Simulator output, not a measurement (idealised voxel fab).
Presented below is a process module, voxel wiring stack.
Section cut is 230 nm wide and gridded with 5 nm square cells.
If you're reading a cross-section in this doc, picture square cells in a grid; it comes to you as bands, top ones listed first down to the bottom, and a band can be one or more rows of cells. The entry gives the band's vertical extent as a top height and a bottom height in nm, then its horizontal make-up as materials from left to right, each with a width in nm. "blank" stands for empty space; a single material marked "all across" fills the band edge to edge. Note: height 0 marks the level under which the wafer is uniformly one material as received. Lowest band unbounded below, written "0 and below". Width "30 to 40": first value at the band's top row of cells, second value at its bottom row, equal change from row to row. Key: "remains unaltered" - step with no changed cell in the cross-section. Look at "Unvented internal voids" for the closed voids: empty spaces with no open path to the top, sized 8 cells or up. Each is width x height at distance, distance from the left edge, all nm. Where a step's line continues beyond its settings, the continuation is a remark by the simulator itself on that step. On any step carrying a mask, the "overlay nm" setting, if present on the step's line, tells how far right of its planned place the mask lay; negative values point to the left. So the way this works: pairs, before and after one process step. The after picture only goes down to the lowest band that actually changed, nothing below. Step and its settings are under each pair. And watch out, pairs might come from different runs of this module, same starting wafer though, so a pair only follows on from the one above if its "Before this step" entry tells you so.

### Before this step
> 180 down to 175: 85 nm TiN, then 15 nm blank, then 25 nm TiN, then 15 nm blank, then 90 nm TiN
> 175 down to 150: 80 nm SiO2, then 5 nm TiN, then 15 nm blank, then 5 nm TiN, then 15 nm SiO2, then 5 nm TiN, then 15 nm blank, then 5 nm TiN, then 85 nm SiO2
> 150 down to 145: 80 nm SiN, then 25 nm TiN, then 15 nm SiN, then 25 nm TiN, then 85 nm SiN
> 145 down to 135: 80 nm lowk, then 5 nm TiN, then 5 nm W, then 5 nm TiN, then 135 nm lowk
> 135 down to 130: 80 nm SiCN, then 15 nm TiN, then 135 nm SiCN
> 130 down to 105: 80 nm lowk, then 25 nm W, then 15 nm lowk, then 25 nm W, then 85 nm lowk
> 105 down to 100: 80 nm lowk, then 25 nm TiN, then 15 nm lowk, then 25 nm TiN, then 85 nm lowk
> 100 down to 90: 80 nm lowk, then 5 nm TiN, then 5 nm Cu, then 5 nm TiN, then 135 nm lowk
> 90 down to 85: 80 nm SiCN, then 15 nm TiN, then 135 nm SiCN
> 85 down to 60: 80 nm lowk, then 5 nm TiN, then 15 nm Cu, then 5 nm TiN, then 15 nm lowk, then 5 nm TiN, then 15 nm Cu, then 5 nm TiN, then 85 nm lowk
> 60 down to 55: 80 nm SiCN, then 25 nm TiN, then 15 nm SiCN, then 25 nm TiN, then 85 nm SiCN
> 55 down to 50: 80 nm SiCN, then 15 nm TiN, then 135 nm SiCN
> 50 down to 40: SiO2 all across
> 40 down to 15: 75 nm lowk, then 5 nm SiCN, then 25 nm W, then 5 nm SiCN, then 5 nm lowk, then 5 nm SiCN, then 25 nm W, then 5 nm SiCN, then 80 nm lowk
> 15 down to 10: 80 nm SiCN, then 25 nm TiN, then 15 nm SiCN, then 25 nm TiN, then 85 nm SiCN
> 10 down to 0: SiO2 all across
> 0 and below: Si all across
> Unvented internal voids: none

### Step Result
> 190 down to 180: Ru all across
> 180 down to 175: 85 nm TiN, then 15 nm Ru, then 25 nm TiN, then 15 nm Ru, then 90 nm TiN
> 175 down to 150: 80 nm SiO2, then 5 nm TiN, then 15 nm Ru, then 5 nm TiN, then 15 nm SiO2, then 5 nm TiN, then 15 nm Ru, then 5 nm TiN, then 85 nm SiO2
> Note: structure below 150 unchanged.
> Unvented internal voids: none
What process step lies between the two cross-sections above? FILL_DEP with material Ru, thk nm 10

Before this step: The initial state for this step is given by the after cross-section of the immediately preceding pair.

### Step Result
> 175 down to 150: 80 nm SiO2, then 5 nm TiN, then 15 nm Ru, then 5 nm TiN, then 15 nm SiO2, then 5 nm TiN, then 15 nm Ru, then 5 nm TiN, then 85 nm SiO2
> Note: structure below 150 unchanged.
> Unvented internal voids: none
What process step lies between the two cross-sections above? CMP with height nm 175

Before this step: The initial state for this step is given by the after cross-section of the immediately preceding pair.

### Step Result
> 180 down to 175: 75 nm blank, then 35 nm Ru, then 5 nm blank, then 35 nm Ru, then 80 nm blank
> Note: structure below 175 unchanged.
> Unvented internal voids: none
What process step lies between the two cross-sections above? EPI with material Ru, thk nm 5

Before this step: The initial state for this step is given by the after cross-section of the immediately preceding pair.

### Step Result
> 185 down to 180: SiCN all across
> 180 down to 175: 75 nm SiCN, then 35 nm Ru, then 5 nm SiCN, then 35 nm Ru, then 80 nm SiCN
> Note: structure below 175 unchanged.
> Unvented internal voids: none
What process step lies between the two cross-sections above? FILL_DEP with material SiCN, thk nm 5

### Before this step
> 140 down to 130: lowk all across
> 130 down to 105: 80 nm lowk, then 25 nm W, then 15 nm lowk, then 25 nm W, then 85 nm lowk
> 105 down to 100: 80 nm lowk, then 25 nm TiN, then 15 nm lowk, then 25 nm TiN, then 85 nm lowk
> 100 down to 90: 80 nm lowk, then 5 nm TiN, then 5 nm Cu, then 5 nm TiN, then 135 nm lowk
> 90 down to 85: 80 nm SiCN, then 15 nm TiN, then 135 nm SiCN
> 85 down to 60: 80 nm lowk, then 5 nm TiN, then 15 nm Cu, then 5 nm TiN, then 15 nm lowk, then 5 nm TiN, then 15 nm Cu, then 5 nm TiN, then 85 nm lowk
> 60 down to 55: 80 nm SiCN, then 25 nm TiN, then 15 nm SiCN, then 25 nm TiN, then 85 nm SiCN
> 55 down to 45: 80 nm SiO2, then 5 nm TiN, then 5 nm Ru, then 5 nm TiN, then 135 nm SiO2
> 45 down to 40: 80 nm SiCN, then 15 nm TiN, then 135 nm SiCN
> 40 down to 15: 75 nm lowk, then 5 nm SiCN, then 25 nm W, then 5 nm SiCN, then 5 nm lowk, then 5 nm SiCN, then 25 nm W, then 5 nm SiCN, then 80 nm lowk
> 15 down to 10: 80 nm SiCN, then 25 nm TiN, then 15 nm SiCN, then 25 nm TiN, then 85 nm SiCN
> 10 down to 0: SiO2 all across
> 0 and below: Si all across
> Unvented internal voids: none

### Step Result
> 120 down to 105: 80 nm lowk, then 25 nm W, then 15 nm lowk, then 25 nm W, then 85 nm lowk
> Note: structure below 105 unchanged.
> Unvented internal voids: none
What process step lies between the two cross-sections above? CMP with height nm 120

Before this step: The initial state for this step is given by the after cross-section of the immediately preceding pair.

### Step Result
> 125 down to 120: SiCN all across
> Note: structure below 120 unchanged.
> Unvented internal voids: none
What process step lies between the two cross-sections above? CONFORMAL_DEP with material SiCN, thk nm 5

Before this step: The initial state for this step is given by the after cross-section of the immediately preceding pair.

### Step Result
> 135 down to 125: lowk all across
> Note: structure below 125 unchanged.
> Unvented internal voids: none
What process step lies between the two cross-sections above? DIRECTIONAL_DEP with material lowk, thk nm 10

Before this step: The initial state for this step is given by the after cross-section of the immediately preceding pair.

### Step Result
> 135 down to 125: 80 nm lowk, then 15 nm blank, then 135 nm lowk
> Note: structure below 125 unchanged.
> Unvented internal voids: none
What process step lies between the two cross-sections above? MASKED_ETCH with tone open, mask id PLUG_3, width nm 15, etch materials lowk, depth nm 10, overlay nm 0

Before this step: The initial state for this step is given by the after cross-section of the immediately preceding pair.

### Step Result
> 135 down to 125: 80 nm lowk, then 15 nm blank, then 135 nm lowk
> 125 down to 120: 80 nm SiCN, then 15 nm blank, then 135 nm SiCN
> Note: structure below 120 unchanged.
> Unvented internal voids: none
What process step lies between the two cross-sections above? MASKED_ETCH with tone open, mask id PLUG_3, width nm 15, etch materials SiCN, depth nm 5, overlay nm 0

Before this step: The initial state for this step is given by the after cross-section of the immediately preceding pair.

### Step Result
> 140 down to 135: 85 nm TiN, then 5 nm blank, then 140 nm TiN
> 135 down to 125: 80 nm lowk, then 5 nm TiN, then 5 nm blank, then 5 nm TiN, then 135 nm lowk
> 125 down to 120: 80 nm SiCN, then 15 nm TiN, then 135 nm SiCN
> Note: structure below 120 unchanged.
> Unvented internal voids: none
What process step lies between the two cross-sections above? CONFORMAL_DEP with material TiN, thk nm 5

Before this step: The initial state for this step is given by the after cross-section of the immediately preceding pair.

### Step Result
> 150 down to 140: W all across
> 140 down to 135: 85 nm TiN, then 5 nm W, then 140 nm TiN
> 135 down to 125: 80 nm lowk, then 5 nm TiN, then 5 nm W, then 5 nm TiN, then 135 nm lowk
> Note: structure below 125 unchanged.
> Unvented internal voids: none
What process step lies between the two cross-sections above? FILL_DEP with material W, thk nm 10

Before this step: The initial state for this step is given by the after cross-section of the immediately preceding pair.

### Step Result
> 145 down to 140: W all across
> Note: structure below 140 unchanged.
> Unvented internal voids: none
What process step lies between the two cross-sections above? CMP with height nm 145

Before this step: The initial state for this step is given by the after cross-section of the immediately preceding pair.

### Step Result
> 150 down to 145: SiN all across
> Note: structure below 145 unchanged.
> Unvented internal voids: none
What process step lies between the two cross-sections above? CONFORMAL_DEP with material SiN, thk nm 5

Before this step: The initial state for this step is given by the after cross-section of the immediately preceding pair.

### Step Result
> 175 down to 150: SiO2 all across
> Note: structure below 150 unchanged.
> Unvented internal voids: none
What process step lies between the two cross-sections above? DIRECTIONAL_DEP with material SiO2, thk nm 25

Before this step: The initial state for this step is given by the after cross-section of the immediately preceding pair.

### Step Result
> 175 down to 150: 80 nm SiO2, then 25 nm blank, then 15 nm SiO2, then 25 nm blank, then 85 nm SiO2
> Note: structure below 150 unchanged.
> Unvented internal voids: none
What process step lies between the two cross-sections above? MASKED_ETCH with tone open, mask id METAL_4, width nm 25, pitch nm 40, etch materials SiO2, depth nm 25, overlay nm 0

Before this step: The initial state for this step is given by the after cross-section of the immediately preceding pair.

### Step Result
> 175 down to 150: 80 nm SiO2, then 25 nm blank, then 15 nm SiO2, then 25 nm blank, then 85 nm SiO2
> 150 down to 145: 80 nm SiN, then 25 nm blank, then 15 nm SiN, then 25 nm blank, then 85 nm SiN
> Note: structure below 145 unchanged.
> Unvented internal voids: none
What process step lies between the two cross-sections above? MASKED_ETCH with tone open, mask id METAL_4, width nm 25, pitch nm 40, etch materials SiN, depth nm 5, overlay nm 0

Before this step: The initial state for this step is given by the after cross-section of the immediately preceding pair.

### Step Result
> 180 down to 175: 85 nm TiN, then 15 nm blank, then 25 nm TiN, then 15 nm blank, then 90 nm TiN
> 175 down to 150: 80 nm SiO2, then 5 nm TiN, then 15 nm blank, then 5 nm TiN, then 15 nm SiO2, then 5 nm TiN, then 15 nm blank, then 5 nm TiN, then 85 nm SiO2
> 150 down to 145: 80 nm SiN, then 25 nm TiN, then 15 nm SiN, then 25 nm TiN, then 85 nm SiN
> Note: structure below 145 unchanged.
> Unvented internal voids: none
What process step lies between the two cross-sections above? CONFORMAL_DEP with material TiN, thk nm 5

Before this step: The initial state for this step is given by the after cross-section of the immediately preceding pair.

### Step Result
> 190 down to 180: Ru all across
> 180 down to 175: 85 nm TiN, then 15 nm Ru, then 25 nm TiN, then 15 nm Ru, then 90 nm TiN
> 175 down to 150: 80 nm SiO2, then 5 nm TiN, then 15 nm Ru, then 5 nm TiN, then 15 nm SiO2, then 5 nm TiN, then 15 nm Ru, then 5 nm TiN, then 85 nm SiO2
> Note: structure below 150 unchanged.
> Unvented internal voids: none
What process step lies between the two cross-sections above? FILL_DEP with material Ru, thk nm 10

Before this step: The initial state for this step is given by the after cross-section of the immediately preceding pair.

### Step Result
> 175 down to 150: 80 nm SiO2, then 5 nm TiN, then 15 nm Ru, then 5 nm TiN, then 15 nm SiO2, then 5 nm TiN, then 15 nm Ru, then 5 nm TiN, then 85 nm SiO2
> Note: structure below 150 unchanged.
> Unvented internal voids: none
What process step lies between the two cross-sections above? CMP with height nm 175

Before this step: The initial state for this step is given by the after cross-section of the immediately preceding pair.

### Step Result
> 180 down to 175: 75 nm blank, then 35 nm Ru, then 5 nm blank, then 35 nm Ru, then 80 nm blank
> Note: structure below 175 unchanged.
> Unvented internal voids: none
What process step lies between the two cross-sections above? EPI with material Ru, thk nm 5

Before this step: The initial state for this step is given by the after cross-section of the immediately preceding pair.

### Step Result
> 185 down to 180: SiCN all across
> 180 down to 175: 75 nm SiCN, then 35 nm Ru, then 5 nm SiCN, then 35 nm Ru, then 80 nm SiCN
> Note: structure below 175 unchanged.
> Unvented internal voids: none
What process step lies between the two cross-sections above? FILL_DEP with material SiCN, thk nm 5

### Before this step
> 100 down to 90: lowk all across
> 90 down to 85: SiCN all across
> 85 down to 60: 80 nm lowk, then 5 nm TiN, then 15 nm Cu, then 5 nm TiN, then 15 nm lowk, then 5 nm TiN, then 15 nm Cu, then 5 nm TiN, then 85 nm lowk
> 60 down to 55: 80 nm SiCN, then 25 nm TiN, then 15 nm SiCN, then 25 nm TiN, then 85 nm SiCN
> 55 down to 45: 80 nm SiO2, then 5 nm TiN, then 5 nm Ru, then 5 nm TiN, then 135 nm SiO2
> 45 down to 40: 80 nm SiCN, then 15 nm TiN, then 135 nm SiCN
> 40 down to 15: 75 nm lowk, then 5 nm SiCN, then 25 nm W, then 5 nm SiCN, then 5 nm lowk, then 5 nm SiCN, then 25 nm W, then 5 nm SiCN, then 80 nm lowk
> 15 down to 10: 80 nm SiCN, then 25 nm TiN, then 15 nm SiCN, then 25 nm TiN, then 85 nm SiCN
> 10 down to 0: SiO2 all across
> 0 and below: Si all across
> Unvented internal voids: none

### Step Result
> 100 down to 90: 80 nm lowk, then 20 nm blank, then 130 nm lowk
> Note: structure below 90 unchanged.
> Unvented internal voids: none
What process step lies between the two cross-sections above? MASKED_ETCH with tone open, mask id PLUG_2, width nm 20, etch materials lowk, depth nm 10, overlay nm 0

Before this step: The initial state for this step is given by the after cross-section of the immediately preceding pair.

### Step Result
> 100 down to 90: 80 nm lowk, then 20 nm blank, then 130 nm lowk
> 90 down to 85: 80 nm SiCN, then 15 nm blank, then 135 nm SiCN
> Note: structure below 85 unchanged.
> Unvented internal voids: none
What process step lies between the two cross-sections above? MASKED_ETCH with tone open, mask id PLUG_2, width nm 15, etch materials SiCN, depth nm 5, overlay nm 0

Before this step: The initial state for this step is given by the after cross-section of the immediately preceding pair.

### Step Result
> 105 down to 100: 85 nm TiN, then 10 nm blank, then 135 nm TiN
> 100 down to 90: 80 nm lowk, then 5 nm TiN, then 10 to 5 nm blank, then 5 to 10 nm TiN, then 130 nm lowk
> 90 down to 85: 80 nm SiCN, then 15 nm TiN, then 135 nm SiCN
> Note: structure below 85 unchanged.
> Unvented internal voids: none
What process step lies between the two cross-sections above? CONFORMAL_DEP with material TiN, thk nm 5

Before this step: The initial state for this step is given by the after cross-section of the immediately preceding pair.

### Step Result
> 110 down to 105: Cu all across
> 105 down to 100: 85 nm TiN, then 10 nm Cu, then 135 nm TiN
> 100 down to 90: 80 nm lowk, then 5 nm TiN, then 10 to 5 nm Cu, then 5 to 10 nm TiN, then 130 nm lowk
> Note: structure below 90 unchanged.
> Unvented internal voids: none
What process step lies between the two cross-sections above? FILL_DEP with material Cu, thk nm 5

Before this step: The initial state for this step is given by the after cross-section of the immediately preceding pair.

### Step Result
> 100 down to 90: 80 nm lowk, then 5 nm TiN, then 10 to 5 nm Cu, then 5 to 10 nm TiN, then 130 nm lowk
> Note: structure below 90 unchanged.
> Unvented internal voids: none
What process step lies between the two cross-sections above? CMP with height nm 100

Before this step: The initial state for this step is given by the after cross-section of the immediately preceding pair.

### Step Result
> 105 down to 100: TiN all across
> Note: structure below 100 unchanged.
> Unvented internal voids: none
What process step lies between the two cross-sections above? DIRECTIONAL_DEP with material TiN, thk nm 5

Before this step: The initial state for this step is given by the after cross-section of the immediately preceding pair.

### Step Result
> 130 down to 105: W all across
> Note: structure below 105 unchanged.
> Unvented internal voids: none
What process step lies between the two cross-sections above? DIRECTIONAL_DEP with material W, thk nm 25

Before this step: The initial state for this step is given by the after cross-section of the immediately preceding pair.

### Step Result
> 140 down to 130: aC all across
> Note: structure below 130 unchanged.
> Unvented internal voids: none
What process step lies between the two cross-sections above? DIRECTIONAL_DEP with material aC, thk nm 10

Before this step: The initial state for this step is given by the after cross-section of the immediately preceding pair.

### Step Result
> 165 down to 140: 80 nm blank, then 25 nm resist, then 15 nm blank, then 25 nm resist, then 85 nm blank
> Note: structure below 140 unchanged.
> Unvented internal voids: none
What process step lies between the two cross-sections above? PATTERN with tone cover, mask id METAL_3, material resist, width nm 25, pitch nm 40, thk nm 25, overlay nm 0

Before this step: The initial state for this step is given by the after cross-section of the immediately preceding pair.

### Step Result
> 155 down to 140: 80 nm blank, then 25 nm resist, then 15 nm blank, then 25 nm resist, then 85 nm blank
> 140 down to 130: 80 nm blank, then 25 nm aC, then 15 nm blank, then 25 nm aC, then 85 nm blank
> Note: structure below 130 unchanged.
> Unvented internal voids: none
What process step lies between the two cross-sections above? DIRECTIONAL_ETCH with etch materials aC, depth nm 10

Before this step: The initial state for this step is given by the after cross-section of the immediately preceding pair.

### Step Result
> 140 down to 130: 80 nm blank, then 25 nm aC, then 15 nm blank, then 25 nm aC, then 85 nm blank
> Note: structure below 130 unchanged.
> Unvented internal voids: none
What process step lies between the two cross-sections above? STRIP with etch materials resist

Before this step: The initial state for this step is given by the after cross-section of the immediately preceding pair.

### Step Result
> 140 down to 130: 80 nm blank, then 25 nm aC, then 15 nm blank, then 25 nm aC, then 85 nm blank
> 130 down to 105: 80 nm blank, then 25 nm W, then 15 nm blank, then 25 nm W, then 85 nm blank
> Note: structure below 105 unchanged.
> Unvented internal voids: none
What process step lies between the two cross-sections above? DIRECTIONAL_ETCH with etch materials W, depth nm 25

Before this step: The initial state for this step is given by the after cross-section of the immediately preceding pair.

### Step Result
> 140 down to 130: 80 nm blank, then 25 nm aC, then 15 nm blank, then 25 nm aC, then 85 nm blank
> 130 down to 105: 80 nm blank, then 25 nm W, then 15 nm blank, then 25 nm W, then 85 nm blank
> 105 down to 100: 80 nm blank, then 25 nm TiN, then 15 nm blank, then 25 nm TiN, then 85 nm blank
> Note: structure below 100 unchanged.
> Unvented internal voids: none
What process step lies between the two cross-sections above? DIRECTIONAL_ETCH with etch materials TiN, depth nm 5

Before this step: The initial state for this step is given by the after cross-section of the immediately preceding pair.

### Step Result
> 130 down to 105: 80 nm blank, then 25 nm W, then 15 nm blank, then 25 nm W, then 85 nm blank
> Note: structure below 105 unchanged.
> Unvented internal voids: none
What process step lies between the two cross-sections above? STRIP with etch materials aC

Before this step: The initial state for this step is given by the after cross-section of the immediately preceding pair.

### Step Result
> 140 down to 130: lowk all across
> 130 down to 105: 80 nm lowk, then 25 nm W, then 15 nm lowk, then 25 nm W, then 85 nm lowk
> 105 down to 100: 80 nm lowk, then 25 nm TiN, then 15 nm lowk, then 25 nm TiN, then 85 nm lowk
> Note: structure below 100 unchanged.
> Unvented internal voids: none
What process step lies between the two cross-sections above? FILL_DEP with material lowk, thk nm 10

Before this step: The initial state for this step is given by the after cross-section of the immediately preceding pair.

### Step Result
> 130 down to 105: 80 nm lowk, then 25 nm W, then 15 nm lowk, then 25 nm W, then 85 nm lowk
> Note: structure below 105 unchanged.
> Unvented internal voids: none
What process step lies between the two cross-sections above? CMP with height nm 130

Before this step: The initial state for this step is given by the after cross-section of the immediately preceding pair.

### Step Result
> 135 down to 130: SiCN all across
> Note: structure below 130 unchanged.
> Unvented internal voids: none
What process step lies between the two cross-sections above? CONFORMAL_DEP with material SiCN, thk nm 5

Before this step: The initial state for this step is given by the after cross-section of the immediately preceding pair.

### Step Result
> 145 down to 135: lowk all across
> Note: structure below 135 unchanged.
> Unvented internal voids: none
What process step lies between the two cross-sections above? DIRECTIONAL_DEP with material lowk, thk nm 10

Before this step: The initial state for this step is given by the after cross-section of the immediately preceding pair.

### Step Result
> 145 down to 135: 80 nm lowk, then 15 nm blank, then 135 nm lowk
> Note: structure below 135 unchanged.
> Unvented internal voids: none
What process step lies between the two cross-sections above? MASKED_ETCH with tone open, mask id PLUG_3, width nm 15, etch materials lowk, depth nm 10, overlay nm 0

Before this step: The initial state for this step is given by the after cross-section of the immediately preceding pair.

### Step Result
> 145 down to 135: 80 nm lowk, then 15 nm blank, then 135 nm lowk
> 135 down to 130: 80 nm SiCN, then 15 nm blank, then 135 nm SiCN
> Note: structure below 130 unchanged.
> Unvented internal voids: none
What process step lies between the two cross-sections above? MASKED_ETCH with tone open, mask id PLUG_3, width nm 15, etch materials SiCN, depth nm 5, overlay nm 0

Before this step: The initial state for this step is given by the after cross-section of the immediately preceding pair.

### Step Result
> 150 down to 145: 85 nm TiN, then 5 nm blank, then 140 nm TiN
> 145 down to 135: 80 nm lowk, then 5 nm TiN, then 5 nm blank, then 5 nm TiN, then 135 nm lowk
> 135 down to 130: 80 nm SiCN, then 15 nm TiN, then 135 nm SiCN
> Note: structure below 130 unchanged.
> Unvented internal voids: none
What process step lies between the two cross-sections above? CONFORMAL_DEP with material TiN, thk nm 5

Before this step: The initial state for this step is given by the after cross-section of the immediately preceding pair.

### Step Result
> 160 down to 150: W all across
> 150 down to 145: 85 nm TiN, then 5 nm W, then 140 nm TiN
> 145 down to 135: 80 nm lowk, then 5 nm TiN, then 5 nm W, then 5 nm TiN, then 135 nm lowk
> Note: structure below 135 unchanged.
> Unvented internal voids: none
What process step lies between the two cross-sections above? FILL_DEP with material W, thk nm 10

Before this step: The initial state for this step is given by the after cross-section of the immediately preceding pair.

### Step Result
> 145 down to 135: 80 nm lowk, then 5 nm TiN, then 5 nm W, then 5 nm TiN, then 135 nm lowk
> Note: structure below 135 unchanged.
> Unvented internal voids: none
What process step lies between the two cross-sections above? CMP with height nm 145

Before this step: The initial state for this step is given by the after cross-section of the immediately preceding pair.

### Step Result
> 150 down to 145: SiN all across
> Note: structure below 145 unchanged.
> Unvented internal voids: none
What process step lies between the two cross-sections above? CONFORMAL_DEP with material SiN, thk nm 5

Before this step: The initial state for this step is given by the after cross-section of the immediately preceding pair.

### Step Result
> 175 down to 150: SiO2 all across
> Note: structure below 150 unchanged.
> Unvented internal voids: none
What process step lies between the two cross-sections above? DIRECTIONAL_DEP with material SiO2, thk nm 25

Before this step: The initial state for this step is given by the after cross-section of the immediately preceding pair.

### Step Result
> 175 down to 150: 80 nm SiO2, then 25 nm blank, then 15 nm SiO2, then 25 nm blank, then 85 nm SiO2
> Note: structure below 150 unchanged.
> Unvented internal voids: none
What process step lies between the two cross-sections above? MASKED_ETCH with tone open, mask id METAL_4, width nm 25, pitch nm 40, etch materials SiO2, depth nm 25, overlay nm 0

Before this step: The initial state for this step is given by the after cross-section of the immediately preceding pair.

### Step Result
> 175 down to 150: 80 nm SiO2, then 25 nm blank, then 15 nm SiO2, then 25 nm blank, then 85 nm SiO2
> 150 down to 145: 80 nm SiN, then 25 nm blank, then 15 nm SiN, then 25 nm blank, then 85 nm SiN
> Note: structure below 145 unchanged.
> Unvented internal voids: none
What process step lies between the two cross-sections above? MASKED_ETCH with tone open, mask id METAL_4, width nm 25, pitch nm 40, etch materials SiN, depth nm 5, overlay nm 0

Before this step: The initial state for this step is given by the after cross-section of the immediately preceding pair.

### Step Result
> 180 down to 175: 85 nm TiN, then 15 nm blank, then 25 nm TiN, then 15 nm blank, then 90 nm TiN
> 175 down to 150: 80 nm SiO2, then 5 nm TiN, then 15 nm blank, then 5 nm TiN, then 15 nm SiO2, then 5 nm TiN, then 15 nm blank, then 5 nm TiN, then 85 nm SiO2
> 150 down to 145: 80 nm SiN, then 25 nm TiN, then 15 nm SiN, then 25 nm TiN, then 85 nm SiN
> Note: structure below 145 unchanged.
> Unvented internal voids: none
What process step lies between the two cross-sections above? CONFORMAL_DEP with material TiN, thk nm 5

Before this step: The initial state for this step is given by the after cross-section of the immediately preceding pair.

### Step Result
> 190 down to 180: Ru all across
> 180 down to 175: 85 nm TiN, then 15 nm Ru, then 25 nm TiN, then 15 nm Ru, then 90 nm TiN
> 175 down to 150: 80 nm SiO2, then 5 nm TiN, then 15 nm Ru, then 5 nm TiN, then 15 nm SiO2, then 5 nm TiN, then 15 nm Ru, then 5 nm TiN, then 85 nm SiO2
> Note: structure below 150 unchanged.
> Unvented internal voids: none
What process step lies between the two cross-sections above? FILL_DEP with material Ru, thk nm 10

Before this step: The initial state for this step is given by the after cross-section of the immediately preceding pair.

### Step Result
> 175 down to 150: 80 nm SiO2, then 5 nm TiN, then 15 nm Ru, then 5 nm TiN, then 15 nm SiO2, then 5 nm TiN, then 15 nm Ru, then 5 nm TiN, then 85 nm SiO2
> Note: structure below 150 unchanged.
> Unvented internal voids: none
What process step lies between the two cross-sections above? CMP with height nm 175

Before this step: The initial state for this step is given by the after cross-section of the immediately preceding pair.

### Step Result
> 180 down to 175: 75 nm blank, then 35 nm Ru, then 5 nm blank, then 35 nm Ru, then 80 nm blank
> Note: structure below 175 unchanged.
> Unvented internal voids: none
What process step lies between the two cross-sections above? EPI with material Ru, thk nm 5

Before this step: The initial state for this step is given by the after cross-section of the immediately preceding pair.

### Step Result
> 185 down to 180: SiCN all across
> 180 down to 175: 75 nm SiCN, then 35 nm Ru, then 5 nm SiCN, then 35 nm Ru, then 80 nm SiCN
> Note: structure below 175 unchanged.
> Unvented internal voids: none
What process step lies between the two cross-sections above? FILL_DEP with material SiCN, thk nm 5

### Before this step
> 145 down to 135: lowk all across
> 135 down to 130: SiCN all across
> 130 down to 105: 80 nm lowk, then 25 nm W, then 15 nm lowk, then 25 nm W, then 85 nm lowk
> 105 down to 100: 80 nm lowk, then 25 nm TiN, then 15 nm lowk, then 25 nm TiN, then 85 nm lowk
> 100 down to 90: 80 nm lowk, then 5 nm TiN, then 5 nm Cu, then 5 nm TiN, then 135 nm lowk
> 90 down to 85: 80 nm SiCN, then 15 nm TiN, then 135 nm SiCN
> 85 down to 60: 80 nm lowk, then 5 nm TiN, then 15 nm Cu, then 5 nm TiN, then 15 nm lowk, then 5 nm TiN, then 15 nm Cu, then 5 nm TiN, then 85 nm lowk
> 60 down to 55: 80 nm SiCN, then 25 nm TiN, then 15 nm SiCN, then 25 nm TiN, then 85 nm SiCN
> 55 down to 45: 80 nm SiO2, then 5 nm TiN, then 5 nm Ru, then 5 nm TiN, then 135 nm SiO2
> 45 down to 40: 80 nm SiCN, then 15 nm TiN, then 135 nm SiCN
> 40 down to 15: 75 nm lowk, then 5 nm SiCN, then 25 nm W, then 5 nm SiCN, then 5 nm lowk, then 5 nm SiCN, then 25 nm W, then 5 nm SiCN, then 80 nm lowk
> 15 down to 10: 80 nm SiCN, then 25 nm TiN, then 15 nm SiCN, then 25 nm TiN, then 85 nm SiCN
> 10 down to 0: SiO2 all across
> 0 and below: Si all across
> Unvented internal voids: none

### Step Result
> 145 down to 135: 85 nm lowk, then 15 nm blank, then 130 nm lowk
> Note: structure below 135 unchanged.
> Unvented internal voids: none
What process step lies between the two cross-sections above? MASKED_ETCH with tone open, mask id PLUG_3, width nm 15, etch materials lowk, depth nm 10, overlay nm 5

Before this step: The initial state for this step is given by the after cross-section of the immediately preceding pair.

### Step Result
> 145 down to 135: 85 nm lowk, then 15 nm blank, then 130 nm lowk
> 135 down to 130: 85 nm SiCN, then 10 nm blank, then 135 nm SiCN
> Note: structure below 130 unchanged.
> Unvented internal voids: none
What process step lies between the two cross-sections above? MASKED_ETCH with tone open, mask id PLUG_3, width nm 15, etch materials SiCN, depth nm 5, overlay nm 0

Before this step: The initial state for this step is given by the after cross-section of the immediately preceding pair.

### Step Result
> 150 down to 145: 90 nm TiN, then 5 nm blank, then 135 nm TiN
> 145 down to 140: 85 nm lowk, then 5 nm TiN, then 5 nm blank, then 5 nm TiN, then 130 nm lowk
> 140 down to 135: 85 nm lowk, then 15 nm TiN, then 130 nm lowk
> 135 down to 130: 85 nm SiCN, then 10 nm TiN, then 135 nm SiCN
> Note: structure below 130 unchanged.
> Unvented internal voids: none
What process step lies between the two cross-sections above? CONFORMAL_DEP with material TiN, thk nm 5

Before this step: The initial state for this step is given by the after cross-section of the immediately preceding pair.

### Step Result
> 160 down to 150: W all across
> 150 down to 145: 90 nm TiN, then 5 nm W, then 135 nm TiN
> 145 down to 140: 85 nm lowk, then 5 nm TiN, then 5 nm W, then 5 nm TiN, then 130 nm lowk
> Note: structure below 140 unchanged.
> Unvented internal voids: none
What process step lies between the two cross-sections above? FILL_DEP with material W, thk nm 10

Before this step: The initial state for this step is given by the after cross-section of the immediately preceding pair.

### Step Result
> 145 down to 140: 85 nm lowk, then 5 nm TiN, then 5 nm W, then 5 nm TiN, then 130 nm lowk
> Note: structure below 140 unchanged.
> Unvented internal voids: none
What process step lies between the two cross-sections above? CMP with height nm 145

Before this step: The initial state for this step is given by the after cross-section of the immediately preceding pair.

### Step Result
> 150 down to 145: SiN all across
> Note: structure below 145 unchanged.
> Unvented internal voids: none
What process step lies between the two cross-sections above? CONFORMAL_DEP with material SiN, thk nm 5

Before this step: The initial state for this step is given by the after cross-section of the immediately preceding pair.

### Step Result
> 175 down to 150: SiO2 all across
> Note: structure below 150 unchanged.
> Unvented internal voids: none
What process step lies between the two cross-sections above? DIRECTIONAL_DEP with material SiO2, thk nm 25

Before this step: The initial state for this step is given by the after cross-section of the immediately preceding pair.

### Step Result
> 175 down to 150: 80 nm SiO2, then 25 nm blank, then 15 nm SiO2, then 25 nm blank, then 85 nm SiO2
> Note: structure below 150 unchanged.
> Unvented internal voids: none
What process step lies between the two cross-sections above? MASKED_ETCH with tone open, mask id METAL_4, width nm 25, pitch nm 40, etch materials SiO2, depth nm 25, overlay nm 0

Before this step: The initial state for this step is given by the after cross-section of the immediately preceding pair.

### Step Result
> 175 down to 150: 80 nm SiO2, then 25 nm blank, then 15 nm SiO2, then 25 nm blank, then 85 nm SiO2
> 150 down to 145: 80 nm SiN, then 25 nm blank, then 15 nm SiN, then 25 nm blank, then 85 nm SiN
> Note: structure below 145 unchanged.
> Unvented internal voids: none
What process step lies between the two cross-sections above? MASKED_ETCH with tone open, mask id METAL_4, width nm 25, pitch nm 40, etch materials SiN, depth nm 5, overlay nm 0
